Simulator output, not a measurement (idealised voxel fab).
process module | voxel self aligned contacts
cross-section cut | 270 nm wide | cells 5 nm
A cross-section is a grid of square cells, given in bands from the top down. A band is one or more rows of cells.
Each band's line starts with the height of the band's top and of its bottom, in nm. Then come its materials from left to right, each with its width in nm. One material with "throughout" fills the band from edge to edge. "air" is empty space.
Height 0 is the level under which the wafer as received is all one material. The lowest band goes on downwards, as in "0 down".
A width such as "30 to 40" changes by the same amount from each row of cells to the next, from the band's top row to its bottom row.
"no change" after a step means that no cell of the cross-section changed.
closed voids: empty space of 8 cells or more with no open way to the top, each as width x height at its distance from the left edge, in nm
after a step's settings: what the simulator itself notes on the step
overlay nm, on a step with a mask: how far to the right of its planned place the mask lay; to the left if negative
Each pair below shows a cross-section before one step and the cross-section after it, down to the lowest band that changed. The line under each pair gives the step between them, with its settings. The pairs can come from different runs of this module on the same starting wafer, so a pair continues from the pair above only where its "before" says so.
before
  45 to 25: air 50 | SiN 45 | air 25 | SiN 45 | air 25 | SiN 45 | air 35
  25 to 0: air 50 | SiN 10 | polySi 25 | SiN 10 | air 25 | SiN 10 | polySi 25 | SiN 10 | air 25 | SiN 10 | polySi 25 | SiN 10 | air 35
  0 to -5: SiO2 throughout
  -5 down: Si throughout
  closed voids: none
after
  55 to 45: SiO2 throughout
  45 to 25: SiO2 50 | SiN 45 | SiO2 25 | SiN 45 | SiO2 25 | SiN 45 | SiO2 35
  25 to 0: SiO2 50 | SiN 10 | polySi 25 | SiN 10 | SiO2 25 | SiN 10 | polySi 25 | SiN 10 | SiO2 25 | SiN 10 | polySi 25 | SiN 10 | SiO2 35
  below 0: unchanged
  closed voids: none
the step between: op FILL_DEP | material SiO2 | thk nm 10
before: the cross-section after the pair above
after
  50 to 45: SiO2 throughout
  below 45: unchanged
  closed voids: none
the step between: op CMP | height nm 50
before: the cross-section after the pair above
after
  65 to 50: resist 70 | air 55 | resist 15 | air 55 | resist 75
  below 50: unchanged
  closed voids: none
the step between: op PATTERN | tone open | mask id CONTACT | material resist | width nm 55 | pitch nm 70 | thk nm 15 | overlay nm 0
before: the cross-section after the pair above
after
  65 to 50: resist 70 | air 55 | resist 15 | air 55 | resist 75
  50 to 45: SiO2 70 | air 55 | SiO2 15 | air 55 | SiO2 75
  45 to 25: SiO2 50 | SiN 45 | air 25 | SiN 45 | air 25 | SiN 45 | SiO2 35
  25 to 0: SiO2 50 | SiN 10 | polySi 25 | SiN 10 | air 25 | SiN 10 | polySi 25 | SiN 10 | air 25 | SiN 10 | polySi 25 | SiN 10 | SiO2 35
  0 to -5: SiO2 95 | air 25 | SiO2 45 | air 25 | SiO2 80
  below -5: unchanged
  closed voids: none
the step between: op DIRECTIONAL_ETCH | etch materials SiO2 | depth nm 55
before: the cross-section after the pair above
after
  50 to 45: SiO2 70 | air 55 | SiO2 15 | air 55 | SiO2 75
  below 45: unchanged
  closed voids: none
the step between: op STRIP | etch materials resist
before: the cross-section after the pair above
after
  55 to 50: TiN 75 | air 45 | TiN 25 | air 45 | TiN 80
  50 to 45: SiO2 70 | TiN 30 | air 15 | TiN 10 | SiO2 15 | TiN 30 | air 15 | TiN 10 | SiO2 75
  45 to 25: SiO2 50 | SiN 45 | TiN 5 | air 15 | TiN 5 | SiN 45 | TiN 5 | air 15 | TiN 5 | SiN 45 | SiO2 35
  25 to 0: SiO2 50 | SiN 10 | polySi 25 | SiN 10 | TiN 5 | air 15 | TiN 5 | SiN 10 | polySi 25 | SiN 10 | TiN 5 | air 15 | TiN 5 | SiN 10 | polySi 25 | SiN 10 | SiO2 35
  0 to -5: SiO2 95 | TiN 25 | SiO2 45 | TiN 25 | SiO2 80
  below -5: unchanged
  closed voids: none
the step between: op CONFORMAL_DEP | material TiN | thk nm 5
before: the cross-section after the pair above
after
  65 to 55: W throughout
  55 to 50: TiN 75 | W 45 | TiN 25 | W 45 | TiN 80
  50 to 45: SiO2 70 | TiN 30 | W 15 | TiN 10 | SiO2 15 | TiN 30 | W 15 | TiN 10 | SiO2 75
  45 to 25: SiO2 50 | SiN 45 | TiN 5 | W 15 | TiN 5 | SiN 45 | TiN 5 | W 15 | TiN 5 | SiN 45 | SiO2 35
  25 to 0: SiO2 50 | SiN 10 | polySi 25 | SiN 10 | TiN 5 | W 15 | TiN 5 | SiN 10 | polySi 25 | SiN 10 | TiN 5 | W 15 | TiN 5 | SiN 10 | polySi 25 | SiN 10 | SiO2 35
  below 0: unchanged
  closed voids: none
the step between: op FILL_DEP | material W | thk nm 10
before: the cross-section after the pair above
after
  50 to 45: SiO2 70 | TiN 30 | W 15 | TiN 10 | SiO2 15 | TiN 30 | W 15 | TiN 10 | SiO2 75
  below 45: unchanged
  closed voids: none
the step between: op CMP | height nm 50
before: the cross-section after the pair above
after
  55 to 50: SiN throughout
  below 50: unchanged
  closed voids: none
the step between: op CONFORMAL_DEP | material SiN | thk nm 5
before
  45 to 25: air 40 | SiN 45 | air 25 | SiN 45 | air 25 | SiN 45 | air 45
  25 to 0: air 40 | SiN 10 | polySi 25 | SiN 10 | air 25 | SiN 10 | polySi 25 | SiN 10 | air 25 | SiN 10 | polySi 25 | SiN 10 | air 45
  0 to -5: SiO2 throughout
  -5 down: Si throughout
  closed voids: none
after
  55 to 45: W throughout
  45 to 25: W 40 | SiN 45 | W 25 | SiN 45 | W 25 | SiN 45 | W 45
  25 to 0: W 40 | SiN 10 | polySi 25 | SiN 10 | W 25 | SiN 10 | polySi 25 | SiN 10 | W 25 | SiN 10 | polySi 25 | SiN 10 | W 45
  below 0: unchanged
  closed voids: none
the step between: op FILL_DEP | material W | thk nm 10
before: the cross-section after the pair above
after
  50 to 45: W throughout
  below 45: unchanged
  closed voids: none
the step between: op CMP | height nm 50
before: the cross-section after the pair above
after
  65 to 50: resist 70 | air 55 | resist 15 | air 55 | resist 75
  below 50: unchanged
  closed voids: none
the step between: op PATTERN | tone open | mask id CONTACT | material resist | width nm 55 | pitch nm 70 | thk nm 15 | overlay nm 0
before: the cross-section after the pair above
after
  50 to 45: W throughout
  below 45: unchanged
  closed voids: none
the step between: op STRIP | etch materials resist
before: the cross-section after the pair above
after
  55 to 50: TiN throughout
  below 50: unchanged
  closed voids: none
the step between: op CONFORMAL_DEP | material TiN | thk nm 5
before: the cross-section after the pair above
after
  65 to 55: W throughout
  below 55: unchanged
  closed voids: none
the step between: op FILL_DEP | material W | thk nm 10
before: the cross-section after the pair above
after
  50 to 45: W throughout
  below 45: unchanged
  closed voids: none
the step between: op CMP | height nm 50
before: the cross-section after the pair above
after
  55 to 50: SiN throughout
  below 50: unchanged
  closed voids: none
the step between: op CONFORMAL_DEP | material SiN | thk nm 5
before
  50 to 45: SiO2 throughout
  45 to 25: SiO2 40 | SiN 45 | SiO2 25 | SiN 45 | SiO2 25 | SiN 45 | SiO2 45
  25 to 0: SiO2 40 | SiN 10 | polySi 25 | SiN 10 | SiO2 25 | SiN 10 | polySi 25 | SiN 10 | SiO2 25 | SiN 10 | polySi 25 | SiN 10 | SiO2 45
  0 to -5: SiO2 throughout
  -5 down: Si throughout
  closed voids: none
after
  65 to 50: air 70 | resist 55 | air 15 | resist 55 | air 75
  below 50: unchanged
  closed voids: none
the step between: op PATTERN | tone cover | mask id CONTACT | material resist | width nm 55 | pitch nm 70 | thk nm 15 | overlay nm 0
before: the cross-section after the pair above
after
  65 to 50: air 70 | resist 55 | air 15 | resist 55 | air 75
  50 to 45: air 70 | SiO2 55 | air 15 | SiO2 55 | air 75
  45 to 25: air 40 | SiN 45 | SiO2 25 | SiN 45 | SiO2 25 | SiN 45 | air 45
  25 to 0: air 40 | SiN 10 | polySi 25 | SiN 10 | SiO2 25 | SiN 10 | polySi 25 | SiN 10 | SiO2 25 | SiN 10 | polySi 25 | SiN 10 | air 45
  0 to -5: air 40 | SiO2 185 | air 45
  below -5: unchanged
  closed voids: none
the step between: op DIRECTIONAL_ETCH | etch materials SiO2 | depth nm 55
before: the cross-section after the pair above
after
  50 to 45: air 70 | SiO2 55 | air 15 | SiO2 55 | air 75
  below 45: unchanged
  closed voids: none
the step between: op STRIP | etch materials resist
before: the cross-section after the pair above
after
  55 to 50: air 65 | TiN 65 | air 5 | TiN 65 | air 70
  50 to 45: air 35 | TiN 35 | SiO2 55 | TiN 15 | SiO2 55 | TiN 35 | air 40
  45 to 25: air 35 | TiN 5 | SiN 45 | SiO2 25 | SiN 45 | SiO2 25 | SiN 45 | TiN 5 | air 40
  25 to 0: air 35 | TiN 5 | SiN 10 | polySi 25 | SiN 10 | SiO2 25 | SiN 10 | polySi 25 | SiN 10 | SiO2 25 | SiN 10 | polySi 25 | SiN 10 | TiN 5 | air 40
  0 to -5: TiN 40 | SiO2 185 | TiN 45
  below -5: unchanged
  closed voids: none
the step between: op CONFORMAL_DEP | material TiN | thk nm 5
before: the cross-section after the pair above
after
  65 to 55: W throughout
  55 to 50: W 65 | TiN 65 | W 5 | TiN 65 | W 70
  50 to 45: W 35 | TiN 35 | SiO2 55 | TiN 15 | SiO2 55 | TiN 35 | W 40
  45 to 25: W 35 | TiN 5 | SiN 45 | SiO2 25 | SiN 45 | SiO2 25 | SiN 45 | TiN 5 | W 40
  25 to 0: W 35 | TiN 5 | SiN 10 | polySi 25 | SiN 10 | SiO2 25 | SiN 10 | polySi 25 | SiN 10 | SiO2 25 | SiN 10 | polySi 25 | SiN 10 | TiN 5 | W 40
  below 0: unchanged
  closed voids: none
the step between: op FILL_DEP | material W | thk nm 10
before: the cross-section after the pair above
after
  50 to 45: W 35 | TiN 35 | SiO2 55 | TiN 15 | SiO2 55 | TiN 35 | W 40
  below 45: unchanged
  closed voids: none
the step between: op CMP | height nm 50
before: the cross-section after the pair above
after
  55 to 50: SiN throughout
  below 50: unchanged
  closed voids: none
the step between: op CONFORMAL_DEP | material SiN | thk nm 5
